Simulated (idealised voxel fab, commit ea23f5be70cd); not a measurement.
process module | voxel ribs on slabs
cross-section cut | 155 nm wide | cells 5 nm
A cross-section is a grid of square cells, given in bands from the top down. A band is one or more rows of cells.
Each band's line starts with the height of the band's top and of its bottom, in nm. Then come its materials from left to right, each with its width in nm. One material with "throughout" fills the band from edge to edge. "air" is empty space.
Height 0 is the level under which the wafer as received is all one material. The lowest band goes on downwards, as in "0 down".
A width such as "30 to 40" changes by the same amount from each row of cells to the next, from the band's top row to its bottom row.
"no change" after a step means that no cell of the cross-section changed.
closed voids: empty space of 8 cells or more with no open way to the top, each as width x height at its distance from the left edge, in nm
after a step's settings: what the simulator itself notes on the step
overlay nm, on a step with a mask: how far to the right of its planned place the mask lay; to the left if negative
plan
1 op RECEIVE | material Si
2 op DIRECTIONAL_DEP | material SiO2 | thk nm 20
3 op DIRECTIONAL_DEP | material SiN | thk nm 25
4 op PATTERN | tone cover | mask id RIB | material resist | width nm 30 | thk nm 20 | overlay nm 0
5 op DIRECTIONAL_ETCH | etch materials SiN | depth nm 15
6 op STRIP | etch materials resist
7 op MASKED_ETCH | tone cover | mask id SLAB | width nm 90 | etch materials SiN | depth nm 10 | overlay nm 0
8 op FILL_DEP | material SiO2 | thk nm 15
9 op CMP | height nm 55
10 op DIRECTIONAL_DEP | material W | thk nm 10
11 op PATTERN | tone cover | mask id HEATER | material resist | width nm 40 | thk nm 20 | overlay nm -15
12 op DIRECTIONAL_ETCH | etch materials W | depth nm 10
13 op STRIP | etch materials resist
14 op CONFORMAL_DEP | material SiO2 | thk nm 5
varied across the wafers: overlay nm of step 11. The plan shows the first wafer's value. All wafers start alike
first wafer as received, after step 1
  0 down: Si throughout
  closed voids: none
first wafer at the end, after step 14
  70 to 65: air 35 | SiO2 50 | air 70
  65 to 60: air 35 | SiO2 5 | W 40 | SiO2 5 | air 70
  60 to 55: SiO2 40 | W 40 | SiO2 75
  55 to 45: SiO2 throughout
  45 to 30: SiO2 60 | SiN 30 | SiO2 65
  30 to 20: SiO2 30 | SiN 90 | SiO2 35
  20 to 0: SiO2 throughout
  0 down: Si throughout
  closed voids: none
last wafer at the end
  70 to 65: air 65 | SiO2 50 | air 40
  65 to 60: air 65 | SiO2 5 | W 40 | SiO2 5 | air 40
  60 to 55: SiO2 70 | W 40 | SiO2 45
  55 to 45: SiO2 throughout
  45 to 30: SiO2 60 | SiN 30 | SiO2 65
  30 to 20: SiO2 30 | SiN 90 | SiO2 35
  20 to 0: SiO2 throughout
  0 down: Si throughout
  closed voids: none
each wafer at the end: cells of each material gained (+) or lost (-) since it was received, then its closed voids
overlay nm -15 | +54 SiN | +322 SiO2 | +16 W | closed voids: none
overlay nm -10 | +54 SiN | +322 SiO2 | +16 W | closed voids: none
overlay nm -5 | +54 SiN | +322 SiO2 | +16 W | closed voids: none
overlay nm 0 | +54 SiN | +322 SiO2 | +16 W | closed voids: none
overlay nm 5 | +54 SiN | +322 SiO2 | +16 W | closed voids: none
overlay nm 10 | +54 SiN | +322 SiO2 | +16 W | closed voids: none
overlay nm 15 | +54 SiN | +322 SiO2 | +16 W | closed voids: none
